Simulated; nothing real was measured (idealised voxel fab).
Module name: voxel gate over fins (process module)
Xsec cut, 295 nm wide, square cell size 5 nm.
The cross-sections in this document take the form of a grid made of square cells. They are written out as bands, in order from top to bottom. Each band consists of one or more rows of cells. Within each band entry, the heights of the top and of the bottom of the band appear first, in that order and in nm; the materials of the band then follow from left to right, each with its corresponding width in nm. The designation "everywhere" on a single material indicates that it fills the band from edge to edge; the designation "blank" indicates empty space. Height reference: 0 = level under which incoming wafer is all one material. Lowest band: no bottom, runs on downward, e.g. "top 0, no bottom". The two numbers in a width such as "30->40" mark its ends across the band: the first belongs to the top row of cells, the second to the bottom row, and from each row to the next the width moves by the same amount. Where a step carries "remains unaltered", the cross-section came out of it unchanged, cell for cell. "Fully sealed voids" contains a list of empty spaces, each no smaller than 8 cells and without an open way to the top, written in the form width x height at distance with the distance from the left edge and all three in nm. Step line, after settings: the simulator's comment on this step. "overlay nm", when on a step's line for a step with a mask, measures how far to the right of its planned place the mask lay; a negative measure means to the left.
### Below is the list of planned process steps
1. op RECEIVE | material Si
2. op CONFORMAL_DEP | material SiN | thk nm 5
3. op MASKED_ETCH | tone cover | mask id FINS | width nm 15 | pitch nm 40 | etch materials SiN | depth nm 5 | overlay nm 0
4. op MASKED_ETCH | tone cover | mask id FINS | width nm 15 | pitch nm 40 | etch materials Si | depth nm 35 | overlay nm 0
5. op OXIDIZE | depth nm 5
6. op FILL_DEP | material SiO2 | thk nm 15
7. op CMP | height nm 5
8. op SELECTIVE_ETCH | etch materials SiO2 | depth nm 15
9. op STRIP | etch materials SiN
10. op CONFORMAL_DEP | material HfO2 | thk nm 5
11. op CONFORMAL_DEP | material TiN | thk nm 5
12. op CONFORMAL_DEP | material TiAl | thk nm 5
13. op CONFORMAL_DEP | material TiN | thk nm 5
14. op FILL_DEP | material W | thk nm 15
15. op CMP | height nm 30
16. op CONFORMAL_DEP | material SiN | thk nm 10
### This is the cross-section of the wafer as we received it, i.e. after step 1
  top 0, no bottom | Si everywhere
  Fully sealed voids: none
### End state of the module in cross-section, given the above starting point and plan and one mistake in execution
  top 40, bottom 30 | SiN everywhere
  top 30, bottom 20 | W everywhere
  top 20, bottom 15 | W (105); TiN (85); W (105)
  top 15, bottom 10 | W (105); TiN (5); TiAl (35); TiN (5); TiAl (35); TiN (5); W (105)
  top 10, bottom 5 | TiN (110); TiAl (5); HfO2 (25); TiAl (5); TiN (5); TiAl (5); HfO2 (25); TiAl (5); TiN (110)
  top 5, bottom 0 | TiAl (115); HfO2 (5); TiN (15); HfO2 (5); TiAl (15); HfO2 (5); TiN (15); HfO2 (5); TiAl (115)
  top 0, bottom -5 | HfO2 (120); TiN (5); Si (5); TiN (5); HfO2 (25); TiN (5); Si (5); TiN (5); HfO2 (120)
  top -5, bottom -10 | TiN (125); Si (5); TiN (35); Si (5); TiN (125)
  top -10, bottom -40 | SiO2 (125); Si (5); SiO2 (35); Si (5); SiO2 (125)
  top -40, no bottom | Si everywhere
  Fully sealed voids: none
Processing error: steps 10 and 11: order swapped relative to plan
